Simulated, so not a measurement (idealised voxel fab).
Title: Process Module voxel self aligned contacts
Section cut is 230 nm wide and gridded with 5 nm square cells.
We lay out every cross-section as a grid of square cells and spell it out in bands from the top down, where one band means one or more rows of cells.
Band: top height; bottom height; in nm. Then, left to right: material with width in nm, for each material. "edge to edge": a single material spanning edge to edge. "air": empty space.
We count height from 0. Below that, the starting wafer is all one material. The lowest band never ends at the bottom but goes on down; see "0 -> down" for how that is written.
So if you see something like "30 to 40" for the width, read it as the top row of the band sitting at the first number and the bottom row at the second, with every row in between moving by the same amount as the last.
Where a step carries "remained the same", the cross-section came out of it unchanged, cell for cell.
Closed empty spaces (no open way to the top) of 8 cells or more are what "Sealed voids" lists, each as width x height at distance from the left edge, nm for all three.
Post-settings text on a step line: simulator's own remark regarding the step.
Each step line may optionally specify "overlay nm", which for a step with a mask gives the rightward distance between the mask's planned place and where it lay, a negative value indicating the leftward direction.
Set out below are the planned steps of the process
step 1: RECEIVE [material Si]
step 2: OXIDIZE [depth nm 5]
step 3: DIRECTIONAL_DEP [material polySi] [thk nm 30]
step 4: DIRECTIONAL_DEP [material SiN] [thk nm 20]
step 5: DIRECTIONAL_DEP [material aC] [thk nm 10]
step 6: PATTERN [tone cover] [mask id GATE] [material resist] [width nm 30] [pitch nm 60] [thk nm 25] [overlay nm 0]
step 7: DIRECTIONAL_ETCH [etch materials aC] [depth nm 10]
step 8: STRIP [etch materials resist]
step 9: DIRECTIONAL_ETCH [etch materials SiN] [depth nm 20]
step 10: DIRECTIONAL_ETCH [etch materials polySi] [depth nm 30]
step 11: STRIP [etch materials aC]
step 12: CONFORMAL_DEP [material SiN] [thk nm 5]
step 13: DIRECTIONAL_ETCH [etch materials SiN] [depth nm 5]
step 14: FILL_DEP [material SiO2] [thk nm 15]
step 15: CMP [height nm 60]
step 16: MASKED_ETCH [tone open] [mask id CONTACT] [width nm 40] [pitch nm 60] [etch materials SiO2] [depth nm 65] [overlay nm 0]
step 17: CONFORMAL_DEP [material TiN] [thk nm 5]
step 18: FILL_DEP [material W] [thk nm 10]
step 19: CMP [height nm 60]
step 20: CONFORMAL_DEP [material SiN] [thk nm 5]
Cross-section of the wafer at receipt, which is the condition after step 1
> 0 -> down: Si edge to edge
> Sealed voids: none
First wafer of two, sectioned at end of module; run went per plan
> 65 -> 60: SiN edge to edge
> 60 -> 50: SiO2=65, then TiN=5 to 15, then W=30 to 10, then TiN=5 to 15, then SiO2=20, then TiN=5 to 15, then W=30 to 10, then TiN=5 to 15, then SiO2=65
> 50 -> 30: SiO2=35, then SiN=40, then TiN=5, then W=10, then TiN=5, then SiN=40, then TiN=5, then W=10, then TiN=5, then SiN=40, then SiO2=35
> 30 -> 0: SiO2=35, then SiN=5, then polySi=30, then SiN=5, then TiN=5, then W=10, then TiN=5, then SiN=5, then polySi=30, then SiN=5, then TiN=5, then W=10, then TiN=5, then SiN=5, then polySi=30, then SiN=5, then SiO2=35
> 0 -> -5: SiO2=75, then TiN=20, then SiO2=40, then TiN=20, then SiO2=75
> -5 -> down: Si edge to edge
> Sealed voids: none
End-of-module cross-section of the second wafer: identical starting point and process plan to the first, with one processing mistake
> 65 -> 60: SiN edge to edge
> 60 -> 50: SiO2=65, then TiN=5 to 20, then W=30 to 10, then TiN=5 to 10, then SiO2=20, then TiN=5 to 20, then W=30 to 10, then TiN=5 to 10, then SiO2=65
> 50 -> 30: SiO2=40, then SiN=40, then TiN=5, then W=10, then TiN=5, then SiN=40, then TiN=5, then W=10, then TiN=5, then SiN=40, then SiO2=30
> 30 -> 0: SiO2=40, then SiN=5, then polySi=30, then SiN=5, then TiN=5, then W=10, then TiN=5, then SiN=5, then polySi=30, then SiN=5, then TiN=5, then W=10, then TiN=5, then SiN=5, then polySi=30, then SiN=5, then SiO2=30
> 0 -> -5: SiO2=80, then TiN=20, then SiO2=40, then TiN=20, then SiO2=70
> -5 -> down: Si edge to edge
> Sealed voids: none
Diagnosis: step 6 did not happen as planned, as run it was PATTERN [tone cover] [mask id GATE] [material resist] [width nm 30] [pitch nm 60] [thk nm 25] [overlay nm 5]
Final wafers compared: equal cell tally per material, rearranged layout.
